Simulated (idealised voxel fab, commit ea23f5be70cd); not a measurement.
This is a process module. Its name is voxel gate over fins.
Displayed cross-section: cut, width of 195 nm, square cells sized 5 nm.
A cross-section is a grid of square cells, given in bands from the top down. A band is one or more rows of cells.
Basically the band line says how high the top is and how high the bottom is, in nm, and then what's in it from left to right, every material with its width in nm. Empty space shows up as "air", and if a single material carries "all across" it runs the full band edge to edge.
It should be noted that heights are counted from 0, beneath which the wafer as supplied is of one material throughout, and that the lowest band possesses no lower boundary but continues downward, as written in "z 0 and below".
Top row gets the first number, bottom row gets the second, and each row in between changes by the same step: that is how a band width like "30..40" works.
You'll sometimes find "no change occurred" written for a step, and that's the way of saying that nowhere in the cross-section did a cell change during that step.
Entry "Internal closed voids". Content: empty spaces with no open connection to the top, size 8 cells or greater. Each: width x height at distance. Distance: from left edge. Unit: nm.
Anything after a step's settings on that line? It's the simulator's own note about the step.
overlay nm: step with mask; distance mask lay right of planned place; negative value = left of planned place.

The process steps that were planned are listed below:
step 1: RECEIVE (material Si)
step 2: CONFORMAL_DEP (material SiN; thk nm 5)
step 3: PATTERN (tone cover; mask id FINS; material resist; width nm 15; pitch nm 45; thk nm 20; overlay nm 0)
step 4: DIRECTIONAL_ETCH (etch materials SiN; depth nm 5)
step 5: DIRECTIONAL_ETCH (etch materials Si; depth nm 30)
step 6: STRIP (etch materials resist)
step 7: OXIDIZE (depth nm 5)
step 8: FILL_DEP (material SiO2; thk nm 5)
step 9: CMP (height nm 5)
step 10: SELECTIVE_ETCH (etch materials SiO2; depth nm 20)
step 11: STRIP (etch materials SiN)
step 12: CONFORMAL_DEP (material HfO2; thk nm 5)
step 13: CONFORMAL_DEP (material TiN; thk nm 5)
step 14: FILL_DEP (material W; thk nm 10)
step 15: CMP (height nm 15)
step 16: CONFORMAL_DEP (material SiN; thk nm 10)

First of the two wafers, run per plan:

Cross-section of the wafer upon arrival, representing the state reached after step 1:
- z 0 and below: Si all across
- Internal closed voids: none

You're looking at a cross-section of the wafer after step 2:
- z 5 to 0: SiN all across
- Anything lower than 0 is untouched.

You're looking at a cross-section of the wafer after step 3:
- z 25 to 5: 20 of air / 15 of resist / 30 of air / 15 of resist / 30 of air / 15 of resist / 30 of air / 15 of resist / 25 of air
- Anything lower than 5 is untouched.

You're looking at a cross-section of the wafer after step 4:
- z 25 to 5: 20 of air / 15 of resist / 30 of air / 15 of resist / 30 of air / 15 of resist / 30 of air / 15 of resist / 25 of air
- z 5 to 0: 20 of air / 15 of SiN / 30 of air / 15 of SiN / 30 of air / 15 of SiN / 30 of air / 15 of SiN / 25 of air
- Anything lower than 0 is untouched.

You're looking at a cross-section of the wafer after step 5:
- z 25 to 5: 20 of air / 15 of resist / 30 of air / 15 of resist / 30 of air / 15 of resist / 30 of air / 15 of resist / 25 of air
- z 5 to 0: 20 of air / 15 of SiN / 30 of air / 15 of SiN / 30 of air / 15 of SiN / 30 of air / 15 of SiN / 25 of air
- z 0 to -30: 20 of air / 15 of Si / 30 of air / 15 of Si / 30 of air / 15 of Si / 30 of air / 15 of Si / 25 of air
- Anything lower than -30 is untouched.

You're looking at a cross-section of the wafer after step 6:
- z 5 to 0: 20 of air / 15 of SiN / 30 of air / 15 of SiN / 30 of air / 15 of SiN / 30 of air / 15 of SiN / 25 of air
- Anything lower than 0 is untouched.

You're looking at a cross-section of the wafer after step 7:
- z 5 to 0: 20 of air / 15 of SiN / 30 of air / 15 of SiN / 30 of air / 15 of SiN / 30 of air / 15 of SiN / 25 of air
- z 0 to -30: 20 of air / 5 of SiO2 / 5 of Si / 5 of SiO2 / 30 of air / 5 of SiO2 / 5 of Si / 5 of SiO2 / 30 of air / 5 of SiO2 / 5 of Si / 5 of SiO2 / 30 of air / 5 of SiO2 / 5 of Si / 5 of SiO2 / 25 of air
- z -30 to -35: 25 of SiO2 / 5 of Si / 40 of SiO2 / 5 of Si / 40 of SiO2 / 5 of Si / 40 of SiO2 / 5 of Si / 30 of SiO2
- Anything lower than -35 is untouched.

You're looking at a cross-section of the wafer after step 8:
- z 10 to 5: SiO2 all across
- z 5 to 0: 20 of SiO2 / 15 of SiN / 30 of SiO2 / 15 of SiN / 30 of SiO2 / 15 of SiN / 30 of SiO2 / 15 of SiN / 25 of SiO2
- z 0 to -35: 25 of SiO2 / 5 of Si / 40 of SiO2 / 5 of Si / 40 of SiO2 / 5 of Si / 40 of SiO2 / 5 of Si / 30 of SiO2
- Anything lower than -35 is untouched.

You're looking at a cross-section of the wafer after step 9:
- z 5 to 0: 20 of SiO2 / 15 of SiN / 30 of SiO2 / 15 of SiN / 30 of SiO2 / 15 of SiN / 30 of SiO2 / 15 of SiN / 25 of SiO2
- Anything lower than 0 is untouched.

You're looking at a cross-section of the wafer after step 10:
- z 5 to 0: 20 of air / 15 of SiN / 30 of air / 15 of SiN / 30 of air / 15 of SiN / 30 of air / 15 of SiN / 25 of air
- z 0 to -15: 25 of air / 5 of Si / 40 of air / 5 of Si / 40 of air / 5 of Si / 40 of air / 5 of Si / 30 of air
- Anything lower than -15 is untouched.

You're looking at a cross-section of the wafer after step 11:
- z 0 to -15: 25 of air / 5 of Si / 40 of air / 5 of Si / 40 of air / 5 of Si / 40 of air / 5 of Si / 30 of air
- Anything lower than -15 is untouched.

You're looking at a cross-section of the wafer after step 12:
- z 5 to 0: 20 of air / 15 of HfO2 / 30 of air / 15 of HfO2 / 30 of air / 15 of HfO2 / 30 of air / 15 of HfO2 / 25 of air
- z 0 to -10: 20 of air / 5 of HfO2 / 5 of Si / 5 of HfO2 / 30 of air / 5 of HfO2 / 5 of Si / 5 of HfO2 / 30 of air / 5 of HfO2 / 5 of Si / 5 of HfO2 / 30 of air / 5 of HfO2 / 5 of Si / 5 of HfO2 / 25 of air
- z -10 to -15: 25 of HfO2 / 5 of Si / 40 of HfO2 / 5 of Si / 40 of HfO2 / 5 of Si / 40 of HfO2 / 5 of Si / 30 of HfO2
- Anything lower than -15 is untouched.

You're looking at a cross-section of the wafer after step 13:
- z 10 to 5: 15 of air / 25 of TiN / 20 of air / 25 of TiN / 20 of air / 25 of TiN / 20 of air / 25 of TiN / 20 of air
- z 5 to 0: 15 of air / 5 of TiN / 15 of HfO2 / 5 of TiN / 20 of air / 5 of TiN / 15 of HfO2 / 5 of TiN / 20 of air / 5 of TiN / 15 of HfO2 / 5 of TiN / 20 of air / 5 of TiN / 15 of HfO2 / 5 of TiN / 20 of air
- z 0 to -5: 15 of air / 5 of TiN / 5 of HfO2 / 5 of Si / 5 of HfO2 / 5 of TiN / 20 of air / 5 of TiN / 5 of HfO2 / 5 of Si / 5 of HfO2 / 5 of TiN / 20 of air / 5 of TiN / 5 of HfO2 / 5 of Si / 5 of HfO2 / 5 of TiN / 20 of air / 5 of TiN / 5 of HfO2 / 5 of Si / 5 of HfO2 / 5 of TiN / 20 of air
- z -5 to -10: 20 of TiN / 5 of HfO2 / 5 of Si / 5 of HfO2 / 30 of TiN / 5 of HfO2 / 5 of Si / 5 of HfO2 / 30 of TiN / 5 of HfO2 / 5 of Si / 5 of HfO2 / 30 of TiN / 5 of HfO2 / 5 of Si / 5 of HfO2 / 25 of TiN
- Anything lower than -10 is untouched.

You're looking at a cross-section of the wafer after step 14:
- z 20 to 10: W all across
- z 10 to 5: 15 of W / 25 of TiN / 20 of W / 25 of TiN / 20 of W / 25 of TiN / 20 of W / 25 of TiN / 20 of W
- z 5 to 0: 15 of W / 5 of TiN / 15 of HfO2 / 5 of TiN / 20 of W / 5 of TiN / 15 of HfO2 / 5 of TiN / 20 of W / 5 of TiN / 15 of HfO2 / 5 of TiN / 20 of W / 5 of TiN / 15 of HfO2 / 5 of TiN / 20 of W
- z 0 to -5: 15 of W / 5 of TiN / 5 of HfO2 / 5 of Si / 5 of HfO2 / 5 of TiN / 20 of W / 5 of TiN / 5 of HfO2 / 5 of Si / 5 of HfO2 / 5 of TiN / 20 of W / 5 of TiN / 5 of HfO2 / 5 of Si / 5 of HfO2 / 5 of TiN / 20 of W / 5 of TiN / 5 of HfO2 / 5 of Si / 5 of HfO2 / 5 of TiN / 20 of W
- Anything lower than -5 is untouched.

You're looking at a cross-section of the wafer after step 15:
- z 15 to 10: W all across
- Anything lower than 10 is untouched.

You're looking at a cross-section of the wafer after step 16:
- z 25 to 15: SiN all across
- Anything lower than 15 is untouched.

Regarding the second of the two wafers: it shared the first wafer's starting condition and process plan, yet one error occurred during its execution. Its history coincides with that of the first wafer up to and including step 8:

Here is the second wafer in cross-section at the point where step 9 of the plan should have been done:
- z -5 to -35: 25 of SiO2 / 5 of Si / 40 of SiO2 / 5 of Si / 40 of SiO2 / 5 of Si / 40 of SiO2 / 5 of Si / 30 of SiO2
- Anything lower than -35 is untouched.

Here is the second wafer in cross-section at the point where step 10 of the plan should have been done:
- z -5 to -25: 25 of air / 5 of Si / 40 of air / 5 of Si / 40 of air / 5 of Si / 40 of air / 5 of Si / 30 of air
- Anything lower than -25 is untouched.

Here is the second wafer in cross-section at the point where step 11 of the plan should have been done: no change occurred

Here is the second wafer in cross-section at the point where step 12 of the plan should have been done:
- z 0 to -5: 20 of air / 15 of HfO2 / 30 of air / 15 of HfO2 / 30 of air / 15 of HfO2 / 30 of air / 15 of HfO2 / 25 of air
- z -5 to -20: 20 of air / 5 of HfO2 / 5 of Si / 5 of HfO2 / 30 of air / 5 of HfO2 / 5 of Si / 5 of HfO2 / 30 of air / 5 of HfO2 / 5 of Si / 5 of HfO2 / 30 of air / 5 of HfO2 / 5 of Si / 5 of HfO2 / 25 of air
- z -20 to -25: 25 of HfO2 / 5 of Si / 40 of HfO2 / 5 of Si / 40 of HfO2 / 5 of Si / 40 of HfO2 / 5 of Si / 30 of HfO2
- Anything lower than -25 is untouched.

Here is the second wafer in cross-section at the point where step 13 of the plan should have been done:
- z 5 to 0: 15 of air / 25 of TiN / 20 of air / 25 of TiN / 20 of air / 25 of TiN / 20 of air / 25 of TiN / 20 of air
- z 0 to -5: 15 of air / 5 of TiN / 15 of HfO2 / 5 of TiN / 20 of air / 5 of TiN / 15 of HfO2 / 5 of TiN / 20 of air / 5 of TiN / 15 of HfO2 / 5 of TiN / 20 of air / 5 of TiN / 15 of HfO2 / 5 of TiN / 20 of air
- z -5 to -15: 15 of air / 5 of TiN / 5 of HfO2 / 5 of Si / 5 of HfO2 / 5 of TiN / 20 of air / 5 of TiN / 5 of HfO2 / 5 of Si / 5 of HfO2 / 5 of TiN / 20 of air / 5 of TiN / 5 of HfO2 / 5 of Si / 5 of HfO2 / 5 of TiN / 20 of air / 5 of TiN / 5 of HfO2 / 5 of Si / 5 of HfO2 / 5 of TiN / 20 of air
- z -15 to -20: 20 of TiN / 5 of HfO2 / 5 of Si / 5 of HfO2 / 30 of TiN / 5 of HfO2 / 5 of Si / 5 of HfO2 / 30 of TiN / 5 of HfO2 / 5 of Si / 5 of HfO2 / 30 of TiN / 5 of HfO2 / 5 of Si / 5 of HfO2 / 25 of TiN
- Anything lower than -20 is untouched.

Here is the second wafer in cross-section at the point where step 14 of the plan should have been done:
- z 15 to 5: W all across
- z 5 to 0: 15 of W / 25 of TiN / 20 of W / 25 of TiN / 20 of W / 25 of TiN / 20 of W / 25 of TiN / 20 of W
- z 0 to -5: 15 of W / 5 of TiN / 15 of HfO2 / 5 of TiN / 20 of W / 5 of TiN / 15 of HfO2 / 5 of TiN / 20 of W / 5 of TiN / 15 of HfO2 / 5 of TiN / 20 of W / 5 of TiN / 15 of HfO2 / 5 of TiN / 20 of W
- z -5 to -15: 15 of W / 5 of TiN / 5 of HfO2 / 5 of Si / 5 of HfO2 / 5 of TiN / 20 of W / 5 of TiN / 5 of HfO2 / 5 of Si / 5 of HfO2 / 5 of TiN / 20 of W / 5 of TiN / 5 of HfO2 / 5 of Si / 5 of HfO2 / 5 of TiN / 20 of W / 5 of TiN / 5 of HfO2 / 5 of Si / 5 of HfO2 / 5 of TiN / 20 of W
- Anything lower than -15 is untouched.

Here is the second wafer in cross-section at the point where step 15 of the plan should have been done: no change occurred

Here is the second wafer in cross-section at the point where step 16 of the plan should have been done:
- z 25 to 15: SiN all across
- Anything lower than 15 is untouched.
Processing error: heads up, step 9 didn't go per plan, it actually ran as CMP (height nm -5)
The final cell counts differ between the wafers, with the second having more or fewer of some materials than the first: HfO2: 8 more | Si: 4 fewer | SiO2: 70 fewer | TiN: 8 more | W: 58 more
